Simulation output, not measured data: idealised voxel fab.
Presented below is a process module, voxel tone inversion.
It is cross-section cut that appears here, measuring 230 nm in width, its square cells being 5 nm in size.
If you're reading a cross-section in this doc, picture square cells in a grid; it comes to you as bands, top ones listed first down to the bottom, and a band can be one or more rows of cells.
A band entry consists of two parts. The first gives the height of the band's top and the height of its bottom, in nm. The rest lists the band's materials from left to right, each with its width in nm. A single material labelled with the word "throughout" fills the band from edge to edge, and the word "air" marks empty space.
Note: height 0 marks the level under which the wafer is uniformly one material as received. Lowest band unbounded below, written "0 -> down".
The notation "30..40" denotes a width that varies across the rows of cells in the band, beginning at the first number in the top row, finishing at the second number in the bottom row, and changing by an identical amount from each row to the next.
"changes: none" means the step left every cell of the cross-section as it was.
"Closed void list" specifies each empty space that is not open to the top and that occupies no fewer than 8 cells, using the form width x height at distance, the distance measured from the left edge and all three quantities in nm.
That trailing text on a step's line, after the settings, is the simulator's own remark on the step.
When a step includes a mask, the "overlay nm" setting on its line states how far to the right of its planned place that mask lay, and negative values state how far to the left.
Process steps foreseen in the plan:
1) RECEIVE [material Si]
2) CONFORMAL_DEP [material SiN] [thk nm 10]
3) DIRECTIONAL_DEP [material polySi] [thk nm 15]
4) PATTERN [tone cover] [mask id POSTS] [material resist] [width nm 20] [pitch nm 35] [thk nm 25] [overlay nm 0]
5) DIRECTIONAL_ETCH [etch materials polySi] [depth nm 15]
6) STRIP [etch materials resist]
7) FILL_DEP [material lowk] [thk nm 5]
8) CMP [height nm 25]
9) STRIP [etch materials polySi]
10) CONFORMAL_DEP [material TiN] [thk nm 5]
11) FILL_DEP [material W] [thk nm 5]
12) CMP [height nm 25]
13) CONFORMAL_DEP [material SiN] [thk nm 5]
Incoming wafer in cross-section (state: after step 1):
  0 -> down = Si throughout
  Closed void list: none
Cross-section taken at module completion on the first of two wafers; processed per the plan:
  30 -> 25 = SiN throughout
  25 -> 15 = 85 of lowk, then 5 of TiN, then 10 of W, then 5 of TiN, then 15 of lowk, then 5 of TiN, then 10 of W, then 5 of TiN, then 90 of lowk
  15 -> 10 = 85 of lowk, then 20 of TiN, then 15 of lowk, then 20 of TiN, then 90 of lowk
  10 -> 0 = SiN throughout
  0 -> down = Si throughout
  Closed void list: none
This cross-section belongs to the second wafer of two at the end of the module; the start and the plan were shared with the first, and the run included one mistake:
  30 -> 15 = SiN throughout
  15 -> 0 = polySi throughout
  0 -> down = Si throughout
  Closed void list: none
In executing the process, a mistake was made relative to the plan: plan vs actual: 2 and 3 interchanged
Final wafer comparison in cells, second versus first, more or fewer per material: 16 fewer of TiN | 8 fewer of W | 114 fewer of lowk | 138 more of polySi
